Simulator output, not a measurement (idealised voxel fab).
A process module follows: voxel double patterning.
For reference, the cross-section in this document is cut, with width 190 nm and square cells of 5 nm.
A cross-section in this document is a grid of square cells, and it is written down as bands, the top band listed before the ones below it; a band is made up of one or more rows of cells.
Top height, bottom height, nm. Materials left to right, width each, nm. Single material + "all across" = fills band edge to edge. "empty" = empty.
It should be noted that heights are counted from 0, beneath which the wafer as supplied is of one material throughout, and that the lowest band possesses no lower boundary but continues downward, as written in "0 down".
The two numbers in a width such as "30 to 40" mark its ends across the band: the first belongs to the top row of cells, the second to the bottom row, and from each row to the next the width moves by the same amount.
Any step labelled "no change" changed none of the cells in the cross-section.
Closed empty spaces (no open way to the top) of 8 cells or more are what "Catalogued sealed voids" lists, each as width x height at distance from the left edge, nm for all three.
It should be noted that, on the line of a given step, the content following the step's settings is a remark produced by the simulator itself with respect to that step.
The line of a step may include "overlay nm". On a step with a mask, this value is how far to the right of its planned place the mask lay. A negative value means the mask lay to the left.
The following list gives the planned process steps
step 1: RECEIVE,material Si
step 2: CONFORMAL_DEP,material SiO2,thk nm 5
step 3: DIRECTIONAL_DEP,material W,thk nm 10
step 4: DIRECTIONAL_DEP,material SiN,thk nm 5
step 5: DIRECTIONAL_DEP,material aC,thk nm 15
step 6: PATTERN,tone open,mask id FIRST,material resist,width nm 15,pitch nm 50,thk nm 30,overlay nm 0
step 7: DIRECTIONAL_ETCH,etch materials aC,depth nm 15
step 8: STRIP,etch materials resist
step 9: DIRECTIONAL_ETCH,etch materials SiN,depth nm 5
step 10: STRIP,etch materials aC
step 11: PATTERN,tone open,mask id SECOND,material resist,width nm 15,pitch nm 50,thk nm 20,overlay nm 0
step 12: DIRECTIONAL_ETCH,etch materials SiN,depth nm 5
step 13: STRIP,etch materials resist
step 14: DIRECTIONAL_ETCH,etch materials W,depth nm 10
step 15: STRIP,etch materials SiN
Cross-section of the wafer as it came to us, i.e., already through step 1
    0 down  Si all across
    Catalogued sealed voids: none
Look at the cross-section after the module: the wafer started out the way shown above and the plan was the one shown above, yet one mistake was made along the way
    15 to 10  SiO2 all across
    10 to 0  W all across
    0 down  Si all across
    Catalogued sealed voids: none
The plan and the run diverged here: the run placed steps 2 and 3 each in the position the plan gave to the other
